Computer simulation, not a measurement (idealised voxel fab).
process module | voxel self aligned contacts
cross-section cut | 140 nm wide | cells 5 nm
A cross-section is a grid of square cells, given in bands from the top down. A band is one or more rows of cells.
Each band's line starts with the height of the band's top and of its bottom, in nm. Then come its materials from left to right, each with its width in nm. One material with "throughout" fills the band from edge to edge. "air" is empty space.
Height 0 is the level under which the wafer as received is all one material. The lowest band goes on downwards, as in "0 down".
A width such as "30 to 40" changes by the same amount from each row of cells to the next, from the band's top row to its bottom row.
"no change" after a step means that no cell of the cross-section changed.
closed voids: empty space of 8 cells or more with no open way to the top, each as width x height at its distance from the left edge, in nm
after a step's settings: what the simulator itself notes on the step
overlay nm, on a step with a mask: how far to the right of its planned place the mask lay; to the left if negative
plan
1 op RECEIVE | material Si
2 op OXIDIZE | depth nm 5
3 op DIRECTIONAL_DEP | material polySi | thk nm 25
4 op DIRECTIONAL_DEP | material SiN | thk nm 25
5 op PATTERN | tone cover | mask id GATE | material resist | width nm 35 | pitch nm 75 | thk nm 20 | overlay nm 0
6 op DIRECTIONAL_ETCH | etch materials SiN | depth nm 25
7 op DIRECTIONAL_ETCH | etch materials polySi | depth nm 25
8 op STRIP | etch materials resist
9 op CONFORMAL_DEP | material SiN | thk nm 10
10 op DIRECTIONAL_ETCH | etch materials SiN | depth nm 10
11 op FILL_DEP | material SiO2 | thk nm 10
12 op CMP | height nm 55
13 op PATTERN | tone open | mask id CONTACT | material resist | width nm 50 | thk nm 20 | overlay nm 0
14 op DIRECTIONAL_ETCH | etch materials SiO2 | depth nm 60
15 op STRIP | etch materials resist
16 op CONFORMAL_DEP | material TiN | thk nm 5
17 op FILL_DEP | material W | thk nm 10
18 op CMP | height nm 55
19 op CONFORMAL_DEP | material SiCN | thk nm 5
as received, after step 1
  0 down: Si throughout
  closed voids: none
first wafer at the end, as planned
  60 to 55: SiCN throughout
  55 to 50: SiO2 45 | TiN 20 | W 10 | TiN 20 | SiO2 45
  50 to 25: SiO2 5 | SiN 55 | TiN 5 | W 10 | TiN 5 | SiN 55 | SiO2 5
  25 to 0: SiO2 5 | SiN 10 | polySi 35 | SiN 10 | TiN 5 | W 10 | TiN 5 | SiN 10 | polySi 35 | SiN 10 | SiO2 5
  0 to -5: SiO2 60 | TiN 20 | SiO2 60
  -5 down: Si throughout
  closed voids: none
second wafer at the end: like start, like plan, one mistake
  60 to 55: SiCN throughout
  55 to 50: SiO2 5 | SiN 55 | TiN 20 | SiN 55 | SiO2 5
  50 to 25: SiN throughout
  25 to 0: polySi throughout
  0 to -5: SiO2 throughout
  -5 down: Si throughout
  closed voids: none
what went wrong: step 4 was run twice
at the end the second wafer has, in cells: 12 more of SiN | 32 fewer of SiO2 | 28 fewer of TiN | 22 fewer of W | 70 more of polySi
